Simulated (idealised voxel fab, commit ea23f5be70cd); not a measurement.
process module | voxel released beams
cross-section cut | 205 nm wide | cells 5 nm
A cross-section is a grid of square cells, given in bands from the top down. A band is one or more rows of cells.
Each band's line starts with the height of the band's top and of its bottom, in nm. Then come its materials from left to right, each with its width in nm. One material with "throughout" fills the band from edge to edge. "air" is empty space.
Height 0 is the level under which the wafer as received is all one material. The lowest band goes on downwards, as in "0 down".
A width such as "30 to 40" changes by the same amount from each row of cells to the next, from the band's top row to its bottom row.
"no change" after a step means that no cell of the cross-section changed.
closed voids: empty space of 8 cells or more with no open way to the top, each as width x height at its distance from the left edge, in nm
after a step's settings: what the simulator itself notes on the step
overlay nm, on a step with a mask: how far to the right of its planned place the mask lay; to the left if negative
plan
1 op RECEIVE | material Si
2 op CONFORMAL_DEP | material Al2O3 | thk nm 10
3 op DIRECTIONAL_DEP | material SiO2 | thk nm 15
4 op DIRECTIONAL_DEP | material aC | thk nm 10
5 op PATTERN | tone open | mask id ANCHOR | material resist | width nm 30 | thk nm 30 | overlay nm 0
6 op DIRECTIONAL_ETCH | etch materials aC | depth nm 10
7 op STRIP | etch materials resist
8 op DIRECTIONAL_ETCH | etch materials SiO2 | depth nm 15
9 op STRIP | etch materials aC
10 op CONFORMAL_DEP | material SiN | thk nm 10
11 op PATTERN | tone cover | mask id BEAM | material resist | width nm 100 | thk nm 20 | overlay nm 0
12 op DIRECTIONAL_ETCH | etch materials SiN | depth nm 10
13 op STRIP | etch materials resist
14 op STRIP | etch materials SiO2
as received, after step 1
  0 down: Si throughout
  closed voids: none
a wafer at the end: this start, this plan, one mistake
  35 to 25: air 50 | SiN 100 | air 55
  25 to 15: Al2O3 throughout
  15 to 0: SiO2 throughout
  0 down: Si throughout
  closed voids: none
what went wrong: steps 2 and 3 were swapped
